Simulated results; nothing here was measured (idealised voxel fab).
Process module heading - voxel capacitor over wiring
Cross-section cut spans 280 nm and uses square cells 5 nm in size.
We lay out every cross-section as a grid of square cells and spell it out in bands from the top down, where one band means one or more rows of cells. Top height, bottom height, nm. Materials left to right, width each, nm. Single material + "everywhere" = fills band edge to edge. "blank" = empty. Basically, 0 is our baseline, since under it the wafer straight out of the box is all one material. The bottom band has no lower end and keeps on going down, so it looks like "0 nm and below". Graded width ("30..40"): value in top row of band = first number; value in bottom row = second number; row-to-row change constant. "everything unchanged" (step): cross-section cells unchanged, all of them. Look at "Cavities, sealed" for the closed voids: empty spaces with no open path to the top, sized 8 cells or up. Each is width x height at distance, distance from the left edge, all nm. Step line, after settings: the simulator's comment on this step. A step's line can hold "overlay nm"; with a mask on that step, the setting says how far right of the planned place the mask lay, while a negative setting says it lay to the left.

## Process steps - plan
1 RECEIVE (material Si)
2 CONFORMAL_DEP (material SiO2; thk nm 15)
3 DIRECTIONAL_DEP (material TiN; thk nm 5)
4 DIRECTIONAL_DEP (material W; thk nm 15)
5 PATTERN (tone cover; mask id METAL_1; material resist; width nm 30; pitch nm 100; thk nm 20; overlay nm 0)
6 DIRECTIONAL_ETCH (etch materials W; depth nm 15)
7 DIRECTIONAL_ETCH (etch materials TiN; depth nm 5)
8 STRIP (etch materials resist)
9 FILL_DEP (material lowk; thk nm 5)
10 CMP (height nm 35)
11 CONFORMAL_DEP (material SiCN; thk nm 5)
12 DIRECTIONAL_DEP (material lowk; thk nm 20)
13 DIRECTIONAL_DEP (material aC; thk nm 10)
14 PATTERN (tone open; mask id PLUG_1; material resist; width nm 15; thk nm 30; overlay nm 0)
15 DIRECTIONAL_ETCH (etch materials aC; depth nm 10)
16 STRIP (etch materials resist)
17 DIRECTIONAL_ETCH (etch materials lowk; depth nm 20)
18 DIRECTIONAL_ETCH (etch materials SiCN; depth nm 5)
19 STRIP (etch materials aC)
20 EPI (material Ru; thk nm 10)
21 EPI (material Ru; thk nm 10)
22 EPI (material Ru; thk nm 5)
23 DIRECTIONAL_DEP (material TiN; thk nm 5)
24 DIRECTIONAL_DEP (material HfO2; thk nm 5)
25 DIRECTIONAL_DEP (material TiN; thk nm 10)
26 MASKED_ETCH (tone cover; mask id UPPER_PLATE; width nm 75; etch materials TiN; depth nm 10; overlay nm 0)
27 MASKED_ETCH (tone cover; mask id UPPER_PLATE; width nm 75; etch materials HfO2; depth nm 5; overlay nm 0)
28 DIRECTIONAL_DEP (material aC; thk nm 10)
29 PATTERN (tone cover; mask id LOWER_PLATE; material resist; width nm 85; thk nm 30; overlay nm 0)
30 DIRECTIONAL_ETCH (etch materials aC; depth nm 10)
31 STRIP (etch materials resist)
32 DIRECTIONAL_ETCH (etch materials TiN; depth nm 5)
33 STRIP (etch materials aC)
34 FILL_DEP (material SiO2; thk nm 20)
35 CMP (height nm 95)
36 DIRECTIONAL_DEP (material aC; thk nm 15)
37 PATTERN (tone open; mask id PLUG_2; material resist; width nm 15; thk nm 30; overlay nm 0)
38 DIRECTIONAL_ETCH (etch materials aC; depth nm 15)
39 STRIP (etch materials resist)
40 DIRECTIONAL_ETCH (etch materials SiO2; depth nm 15)
41 STRIP (etch materials aC)
42 CONFORMAL_DEP (material TiN; thk nm 5)
43 FILL_DEP (material Ru; thk nm 5)
44 CMP (height nm 95)
45 CONFORMAL_DEP (material SiCN; thk nm 5)

## The first of two wafers, run as planned

## This is the cross-section of the wafer as we received it, i.e. after step 1
0 nm and below: Si everywhere
Cavities, sealed: none

## Cross-sectional representation of the wafer at the conclusion of step 2
15 nm to 0 nm: SiO2 everywhere
All layers under 0 are left as they were.

## Cross-sectional representation of the wafer at the conclusion of step 3
20 nm to 15 nm: TiN everywhere
All layers under 15 are left as they were.

## Cross-sectional representation of the wafer at the conclusion of step 4
35 nm to 20 nm: W everywhere
All layers under 20 are left as they were.

## Cross-sectional representation of the wafer at the conclusion of step 5
55 nm to 35 nm: blank=75; resist=30; blank=70; resist=30; blank=75
All layers under 35 are left as they were.

## Cross-sectional representation of the wafer at the conclusion of step 6
55 nm to 35 nm: blank=75; resist=30; blank=70; resist=30; blank=75
35 nm to 20 nm: blank=75; W=30; blank=70; W=30; blank=75
All layers under 20 are left as they were.

## Cross-sectional representation of the wafer at the conclusion of step 7
55 nm to 35 nm: blank=75; resist=30; blank=70; resist=30; blank=75
35 nm to 20 nm: blank=75; W=30; blank=70; W=30; blank=75
20 nm to 15 nm: blank=75; TiN=30; blank=70; TiN=30; blank=75
All layers under 15 are left as they were.

## Cross-sectional representation of the wafer at the conclusion of step 8
35 nm to 20 nm: blank=75; W=30; blank=70; W=30; blank=75
All layers under 20 are left as they were.

## Cross-sectional representation of the wafer at the conclusion of step 9
40 nm to 35 nm: lowk everywhere
35 nm to 20 nm: lowk=75; W=30; lowk=70; W=30; lowk=75
20 nm to 15 nm: lowk=75; TiN=30; lowk=70; TiN=30; lowk=75
All layers under 15 are left as they were.

## Cross-sectional representation of the wafer at the conclusion of step 10
35 nm to 20 nm: lowk=75; W=30; lowk=70; W=30; lowk=75
All layers under 20 are left as they were.

## Cross-sectional representation of the wafer at the conclusion of step 11
40 nm to 35 nm: SiCN everywhere
All layers under 35 are left as they were.

## Cross-sectional representation of the wafer at the conclusion of step 12
60 nm to 40 nm: lowk everywhere
All layers under 40 are left as they were.

## Cross-sectional representation of the wafer at the conclusion of step 13
70 nm to 60 nm: aC everywhere
All layers under 60 are left as they were.

## Cross-sectional representation of the wafer at the conclusion of step 14
100 nm to 70 nm: resist=90; blank=15; resist=175
All layers under 70 are left as they were.

## Cross-sectional representation of the wafer at the conclusion of step 15
90 nm to 70 nm: resist=90; blank=15; resist=175
70 nm to 60 nm: aC=90; blank=15; aC=175
All layers under 60 are left as they were.

## Cross-sectional representation of the wafer at the conclusion of step 16
70 nm to 60 nm: aC=90; blank=15; aC=175
All layers under 60 are left as they were.

## Cross-sectional representation of the wafer at the conclusion of step 17
70 nm to 60 nm: aC=90; blank=15; aC=175
60 nm to 40 nm: lowk=90; blank=15; lowk=175
All layers under 40 are left as they were.

## Cross-sectional representation of the wafer at the conclusion of step 18
70 nm to 60 nm: aC=90; blank=15; aC=175
60 nm to 40 nm: lowk=90; blank=15; lowk=175
40 nm to 35 nm: SiCN=90; blank=15; SiCN=175
All layers under 35 are left as they were.

## Cross-sectional representation of the wafer at the conclusion of step 19
60 nm to 40 nm: lowk=90; blank=15; lowk=175
All layers under 40 are left as they were.

## Cross-sectional representation of the wafer at the conclusion of step 20
60 nm to 45 nm: lowk=90; blank=15; lowk=175
45 nm to 40 nm: lowk=90; Ru=15; lowk=175
40 nm to 35 nm: SiCN=90; Ru=15; SiCN=175
All layers under 35 are left as they were.

## Cross-sectional representation of the wafer at the conclusion of step 21
60 nm to 55 nm: lowk=90; blank=15; lowk=175
55 nm to 40 nm: lowk=90; Ru=15; lowk=175
All layers under 40 are left as they were.

## Cross-sectional representation of the wafer at the conclusion of step 22
60 nm to 40 nm: lowk=90; Ru=15; lowk=175
All layers under 40 are left as they were.

## Cross-sectional representation of the wafer at the conclusion of step 23
65 nm to 60 nm: TiN everywhere
All layers under 60 are left as they were.

## Cross-sectional representation of the wafer at the conclusion of step 24
70 nm to 65 nm: HfO2 everywhere
All layers under 65 are left as they were.

## Cross-sectional representation of the wafer at the conclusion of step 25
80 nm to 70 nm: TiN everywhere
All layers under 70 are left as they were.

## Cross-sectional representation of the wafer at the conclusion of step 26
80 nm to 70 nm: blank=90; TiN=75; blank=115
All layers under 70 are left as they were.

## Cross-sectional representation of the wafer at the conclusion of step 27
80 nm to 70 nm: blank=90; TiN=75; blank=115
70 nm to 65 nm: blank=90; HfO2=75; blank=115
All layers under 65 are left as they were.

## Cross-sectional representation of the wafer at the conclusion of step 28
90 nm to 80 nm: blank=90; aC=75; blank=115
80 nm to 75 nm: blank=90; TiN=75; blank=115
75 nm to 70 nm: aC=90; TiN=75; aC=115
70 nm to 65 nm: aC=90; HfO2=75; aC=115
All layers under 65 are left as they were.

## Cross-sectional representation of the wafer at the conclusion of step 29
120 nm to 90 nm: blank=85; resist=85; blank=110
90 nm to 80 nm: blank=85; resist=5; aC=75; resist=5; blank=110
80 nm to 75 nm: blank=85; resist=5; TiN=75; resist=5; blank=110
All layers under 75 are left as they were.

## Cross-sectional representation of the wafer at the conclusion of step 30
110 nm to 90 nm: blank=85; resist=85; blank=110
90 nm to 80 nm: blank=85; resist=5; aC=75; resist=5; blank=110
80 nm to 75 nm: blank=85; resist=5; TiN=75; resist=5; blank=110
75 nm to 70 nm: blank=85; aC=5; TiN=75; aC=5; blank=110
70 nm to 65 nm: blank=85; aC=5; HfO2=75; aC=5; blank=110
All layers under 65 are left as they were.

## Cross-sectional representation of the wafer at the conclusion of step 31
90 nm to 80 nm: blank=90; aC=75; blank=115
80 nm to 75 nm: blank=90; TiN=75; blank=115
All layers under 75 are left as they were.

## Cross-sectional representation of the wafer at the conclusion of step 32
90 nm to 80 nm: blank=90; aC=75; blank=115
80 nm to 75 nm: blank=90; TiN=75; blank=115
75 nm to 70 nm: blank=85; aC=5; TiN=75; aC=5; blank=110
70 nm to 65 nm: blank=85; aC=5; HfO2=75; aC=5; blank=110
65 nm to 60 nm: blank=85; TiN=85; blank=110
All layers under 60 are left as they were.

## Cross-sectional representation of the wafer at the conclusion of step 33
80 nm to 70 nm: blank=90; TiN=75; blank=115
70 nm to 65 nm: blank=90; HfO2=75; blank=115
All layers under 65 are left as they were.

## Cross-sectional representation of the wafer at the conclusion of step 34
100 nm to 80 nm: SiO2 everywhere
80 nm to 70 nm: SiO2=90; TiN=75; SiO2=115
70 nm to 65 nm: SiO2=90; HfO2=75; SiO2=115
65 nm to 60 nm: SiO2=85; TiN=85; SiO2=110
All layers under 60 are left as they were.

## Cross-sectional representation of the wafer at the conclusion of step 35
95 nm to 80 nm: SiO2 everywhere
All layers under 80 are left as they were.

## Cross-sectional representation of the wafer at the conclusion of step 36
110 nm to 95 nm: aC everywhere
All layers under 95 are left as they were.

## Cross-sectional representation of the wafer at the conclusion of step 37
140 nm to 110 nm: resist=100; blank=15; resist=165
All layers under 110 are left as they were.

## Cross-sectional representation of the wafer at the conclusion of step 38
125 nm to 110 nm: resist=100; blank=15; resist=165
110 nm to 95 nm: aC=100; blank=15; aC=165
All layers under 95 are left as they were.

## Cross-sectional representation of the wafer at the conclusion of step 39
110 nm to 95 nm: aC=100; blank=15; aC=165
All layers under 95 are left as they were.

## Cross-sectional representation of the wafer at the conclusion of step 40
110 nm to 95 nm: aC=100; blank=15; aC=165
95 nm to 80 nm: SiO2=100; blank=15; SiO2=165
All layers under 80 are left as they were.

## Cross-sectional representation of the wafer at the conclusion of step 41
95 nm to 80 nm: SiO2=100; blank=15; SiO2=165
All layers under 80 are left as they were.

## Cross-sectional representation of the wafer at the conclusion of step 42
100 nm to 95 nm: TiN=105; blank=5; TiN=170
95 nm to 85 nm: SiO2=100; TiN=5; blank=5; TiN=5; SiO2=165
85 nm to 80 nm: SiO2=100; TiN=15; SiO2=165
All layers under 80 are left as they were.

## Cross-sectional representation of the wafer at the conclusion of step 43
105 nm to 100 nm: Ru everywhere
100 nm to 95 nm: TiN=105; Ru=5; TiN=170
95 nm to 85 nm: SiO2=100; TiN=5; Ru=5; TiN=5; SiO2=165
All layers under 85 are left as they were.

## Cross-sectional representation of the wafer at the conclusion of step 44
95 nm to 85 nm: SiO2=100; TiN=5; Ru=5; TiN=5; SiO2=165
All layers under 85 are left as they were.

## Cross-sectional representation of the wafer at the conclusion of step 45
100 nm to 95 nm: SiCN everywhere
All layers under 95 are left as they were.

## The second wafer: identical to the first at the outset and in its planned sequence, differing only in that one mistake was made during processing; up to and including step 13, its path is the first wafer's path

## Cross-section of the second wafer when, according to plan, step 14 should have finished
100 nm to 70 nm: blank=90; resist=15; blank=175
All layers under 70 are left as they were.

## Cross-section of the second wafer when, according to plan, step 15 should have finished
90 nm to 70 nm: blank=90; resist=15; blank=175
70 nm to 60 nm: blank=90; aC=15; blank=175
All layers under 60 are left as they were.

## Cross-section of the second wafer when, according to plan, step 16 should have finished
70 nm to 60 nm: blank=90; aC=15; blank=175
All layers under 60 are left as they were.

## Cross-section of the second wafer when, according to plan, step 17 should have finished
70 nm to 60 nm: blank=90; aC=15; blank=175
60 nm to 40 nm: blank=90; lowk=15; blank=175
All layers under 40 are left as they were.

## Cross-section of the second wafer when, according to plan, step 18 should have finished
70 nm to 60 nm: blank=90; aC=15; blank=175
60 nm to 40 nm: blank=90; lowk=15; blank=175
40 nm to 35 nm: blank=90; SiCN=15; blank=175
All layers under 35 are left as they were.

## Cross-section of the second wafer when, according to plan, step 19 should have finished
60 nm to 40 nm: blank=90; lowk=15; blank=175
All layers under 40 are left as they were.

## Cross-section of the second wafer when, according to plan, step 20 should have finished
60 nm to 45 nm: blank=90; lowk=15; blank=175
45 nm to 40 nm: blank=65; Ru=25; lowk=15; blank=60; Ru=50; blank=65
40 nm to 35 nm: blank=65; Ru=25; SiCN=15; blank=60; Ru=50; blank=65
All layers under 35 are left as they were.

## Cross-section of the second wafer when, according to plan, step 21 should have finished
60 nm to 55 nm: blank=90; lowk=15; blank=175
55 nm to 40 nm: blank=55; Ru=35; lowk=15; blank=50; Ru=70; blank=55
40 nm to 35 nm: blank=55; Ru=35; SiCN=15; blank=50; Ru=70; blank=55
All layers under 35 are left as they were.

## Cross-section of the second wafer when, according to plan, step 22 should have finished
60 nm to 40 nm: blank=50; Ru=40; lowk=15; blank=45; Ru=80; blank=50
40 nm to 35 nm: blank=50; Ru=40; SiCN=15; blank=45; Ru=80; blank=50
All layers under 35 are left as they were.

## Cross-section of the second wafer when, according to plan, step 23 should have finished
65 nm to 60 nm: blank=50; TiN=55; blank=45; TiN=80; blank=50
60 nm to 40 nm: blank=50; Ru=40; lowk=15; blank=45; Ru=80; blank=50
40 nm to 35 nm: TiN=50; Ru=40; SiCN=15; TiN=45; Ru=80; TiN=50
All layers under 35 are left as they were.

## Cross-section of the second wafer when, according to plan, step 24 should have finished
70 nm to 65 nm: blank=50; HfO2=55; blank=45; HfO2=80; blank=50
65 nm to 60 nm: blank=50; TiN=55; blank=45; TiN=80; blank=50
60 nm to 45 nm: blank=50; Ru=40; lowk=15; blank=45; Ru=80; blank=50
45 nm to 40 nm: HfO2=50; Ru=40; lowk=15; HfO2=45; Ru=80; HfO2=50
All layers under 40 are left as they were.

## Cross-section of the second wafer when, according to plan, step 25 should have finished
80 nm to 70 nm: blank=50; TiN=55; blank=45; TiN=80; blank=50
70 nm to 65 nm: blank=50; HfO2=55; blank=45; HfO2=80; blank=50
65 nm to 60 nm: blank=50; TiN=55; blank=45; TiN=80; blank=50
60 nm to 55 nm: blank=50; Ru=40; lowk=15; blank=45; Ru=80; blank=50
55 nm to 45 nm: TiN=50; Ru=40; lowk=15; TiN=45; Ru=80; TiN=50
All layers under 45 are left as they were.

## Cross-section of the second wafer when, according to plan, step 26 should have finished
80 nm to 70 nm: blank=90; TiN=15; blank=45; TiN=15; blank=115
70 nm to 65 nm: blank=50; HfO2=55; blank=45; HfO2=80; blank=50
65 nm to 60 nm: blank=50; TiN=55; blank=45; TiN=80; blank=50
60 nm to 55 nm: blank=50; Ru=40; lowk=15; blank=45; Ru=80; blank=50
55 nm to 45 nm: blank=50; Ru=40; lowk=15; TiN=45; Ru=80; blank=50
All layers under 45 are left as they were.

## Cross-section of the second wafer when, according to plan, step 27 should have finished
80 nm to 70 nm: blank=90; TiN=15; blank=45; TiN=15; blank=115
70 nm to 65 nm: blank=90; HfO2=15; blank=45; HfO2=15; blank=115
65 nm to 60 nm: blank=50; TiN=55; blank=45; TiN=80; blank=50
60 nm to 55 nm: blank=50; Ru=40; lowk=15; blank=45; Ru=80; blank=50
55 nm to 45 nm: blank=50; Ru=40; lowk=15; TiN=45; Ru=80; blank=50
45 nm to 40 nm: blank=50; Ru=40; lowk=15; HfO2=45; Ru=80; blank=50
All layers under 40 are left as they were.

## Cross-section of the second wafer when, according to plan, step 28 should have finished
90 nm to 80 nm: blank=90; aC=15; blank=45; aC=15; blank=115
80 nm to 75 nm: blank=90; TiN=15; blank=45; TiN=15; blank=115
75 nm to 70 nm: blank=50; aC=40; TiN=15; blank=45; TiN=15; aC=65; blank=50
70 nm to 65 nm: blank=50; aC=40; HfO2=15; blank=45; HfO2=15; aC=65; blank=50
65 nm to 60 nm: blank=50; TiN=55; aC=45; TiN=80; blank=50
60 nm to 55 nm: blank=50; Ru=40; lowk=15; aC=45; Ru=80; blank=50
55 nm to 50 nm: blank=50; Ru=40; lowk=15; TiN=45; Ru=80; blank=50
50 nm to 45 nm: aC=50; Ru=40; lowk=15; TiN=45; Ru=80; aC=50
45 nm to 40 nm: aC=50; Ru=40; lowk=15; HfO2=45; Ru=80; aC=50
All layers under 40 are left as they were.

## Cross-section of the second wafer when, according to plan, step 29 should have finished
120 nm to 90 nm: blank=85; resist=85; blank=110
90 nm to 80 nm: blank=85; resist=5; aC=15; resist=45; aC=15; resist=5; blank=110
80 nm to 75 nm: blank=85; resist=5; TiN=15; resist=45; TiN=15; resist=5; blank=110
75 nm to 70 nm: blank=50; aC=40; TiN=15; resist=45; TiN=15; aC=65; blank=50
70 nm to 65 nm: blank=50; aC=40; HfO2=15; resist=45; HfO2=15; aC=65; blank=50
All layers under 65 are left as they were.

## Cross-section of the second wafer when, according to plan, step 30 should have finished
110 nm to 90 nm: blank=85; resist=85; blank=110
90 nm to 80 nm: blank=85; resist=5; aC=15; resist=45; aC=15; resist=5; blank=110
80 nm to 75 nm: blank=85; resist=5; TiN=15; resist=45; TiN=15; resist=5; blank=110
75 nm to 70 nm: blank=85; aC=5; TiN=15; resist=45; TiN=15; aC=5; blank=110
70 nm to 65 nm: blank=85; aC=5; HfO2=15; resist=45; HfO2=15; aC=5; blank=110
65 nm to 60 nm: blank=50; TiN=55; aC=45; TiN=80; blank=50
60 nm to 55 nm: blank=50; Ru=40; lowk=15; aC=45; Ru=80; blank=50
55 nm to 45 nm: blank=50; Ru=40; lowk=15; TiN=45; Ru=80; blank=50
45 nm to 40 nm: blank=50; Ru=40; lowk=15; HfO2=45; Ru=80; blank=50
All layers under 40 are left as they were.

## Cross-section of the second wafer when, according to plan, step 31 should have finished
90 nm to 80 nm: blank=90; aC=15; blank=45; aC=15; blank=115
80 nm to 75 nm: blank=90; TiN=15; blank=45; TiN=15; blank=115
75 nm to 70 nm: blank=85; aC=5; TiN=15; blank=45; TiN=15; aC=5; blank=110
70 nm to 65 nm: blank=85; aC=5; HfO2=15; blank=45; HfO2=15; aC=5; blank=110
All layers under 65 are left as they were.

## Cross-section of the second wafer when, according to plan, step 32 should have finished
90 nm to 80 nm: blank=90; aC=15; blank=45; aC=15; blank=115
80 nm to 75 nm: blank=90; TiN=15; blank=45; TiN=15; blank=115
75 nm to 70 nm: blank=85; aC=5; TiN=15; blank=45; TiN=15; aC=5; blank=110
70 nm to 65 nm: blank=85; aC=5; HfO2=15; blank=45; HfO2=15; aC=5; blank=110
65 nm to 60 nm: blank=85; TiN=20; aC=45; TiN=20; blank=110
60 nm to 55 nm: blank=50; Ru=40; lowk=15; aC=45; Ru=80; blank=50
55 nm to 45 nm: blank=50; Ru=40; lowk=15; TiN=45; Ru=80; blank=50
45 nm to 40 nm: blank=50; Ru=40; lowk=15; HfO2=45; Ru=80; blank=50
40 nm to 35 nm: blank=50; Ru=40; SiCN=15; TiN=45; Ru=80; blank=50
All layers under 35 are left as they were.

## Cross-section of the second wafer when, according to plan, step 33 should have finished
80 nm to 70 nm: blank=90; TiN=15; blank=45; TiN=15; blank=115
70 nm to 65 nm: blank=90; HfO2=15; blank=45; HfO2=15; blank=115
65 nm to 60 nm: blank=85; TiN=20; blank=45; TiN=20; blank=110
60 nm to 55 nm: blank=50; Ru=40; lowk=15; blank=45; Ru=80; blank=50
All layers under 55 are left as they were.

## Cross-section of the second wafer when, according to plan, step 34 should have finished
100 nm to 80 nm: SiO2 everywhere
80 nm to 70 nm: SiO2=90; TiN=15; SiO2=45; TiN=15; SiO2=115
70 nm to 65 nm: SiO2=90; HfO2=15; SiO2=45; HfO2=15; SiO2=115
65 nm to 60 nm: SiO2=85; TiN=20; SiO2=45; TiN=20; SiO2=110
60 nm to 55 nm: SiO2=50; Ru=40; lowk=15; SiO2=45; Ru=80; SiO2=50
55 nm to 45 nm: SiO2=50; Ru=40; lowk=15; TiN=45; Ru=80; SiO2=50
45 nm to 40 nm: SiO2=50; Ru=40; lowk=15; HfO2=45; Ru=80; SiO2=50
40 nm to 35 nm: SiO2=50; Ru=40; SiCN=15; TiN=45; Ru=80; SiO2=50
All layers under 35 are left as they were.

## Cross-section of the second wafer when, according to plan, step 35 should have finished
95 nm to 80 nm: SiO2 everywhere
All layers under 80 are left as they were.

## Cross-section of the second wafer when, according to plan, step 36 should have finished
110 nm to 95 nm: aC everywhere
All layers under 95 are left as they were.

## Cross-section of the second wafer when, according to plan, step 37 should have finished
140 nm to 110 nm: resist=100; blank=15; resist=165
All layers under 110 are left as they were.

## Cross-section of the second wafer when, according to plan, step 38 should have finished
125 nm to 110 nm: resist=100; blank=15; resist=165
110 nm to 95 nm: aC=100; blank=15; aC=165
All layers under 95 are left as they were.

## Cross-section of the second wafer when, according to plan, step 39 should have finished
110 nm to 95 nm: aC=100; blank=15; aC=165
All layers under 95 are left as they were.

## Cross-section of the second wafer when, according to plan, step 40 should have finished
110 nm to 95 nm: aC=100; blank=15; aC=165
95 nm to 80 nm: SiO2=100; blank=15; SiO2=165
All layers under 80 are left as they were.

## Cross-section of the second wafer when, according to plan, step 41 should have finished
95 nm to 80 nm: SiO2=100; blank=15; SiO2=165
All layers under 80 are left as they were.

## Cross-section of the second wafer when, according to plan, step 42 should have finished
100 nm to 95 nm: TiN=105; blank=5; TiN=170
95 nm to 85 nm: SiO2=100; TiN=5; blank=5; TiN=5; SiO2=165
85 nm to 80 nm: SiO2=100; TiN=15; SiO2=165
All layers under 80 are left as they were.

## Cross-section of the second wafer when, according to plan, step 43 should have finished
105 nm to 100 nm: Ru everywhere
100 nm to 95 nm: TiN=105; Ru=5; TiN=170
95 nm to 85 nm: SiO2=100; TiN=5; Ru=5; TiN=5; SiO2=165
All layers under 85 are left as they were.

## Cross-section of the second wafer when, according to plan, step 44 should have finished
95 nm to 85 nm: SiO2=100; TiN=5; Ru=5; TiN=5; SiO2=165
All layers under 85 are left as they were.

## Cross-section of the second wafer when, according to plan, step 45 should have finished
100 nm to 95 nm: SiCN everywhere
All layers under 95 are left as they were.
The plan and the run diverged here: step 14 ran with different settings than intended, the actual operation and settings being PATTERN (tone cover; mask id PLUG_1; material resist; width nm 15; thk nm 30; overlay nm 0)
Final difference in cells, second wafer against first, listed per material as more or fewer: Ru: 105 more | SiCN: 50 fewer | SiO2: 145 more | lowk: 200 fewer
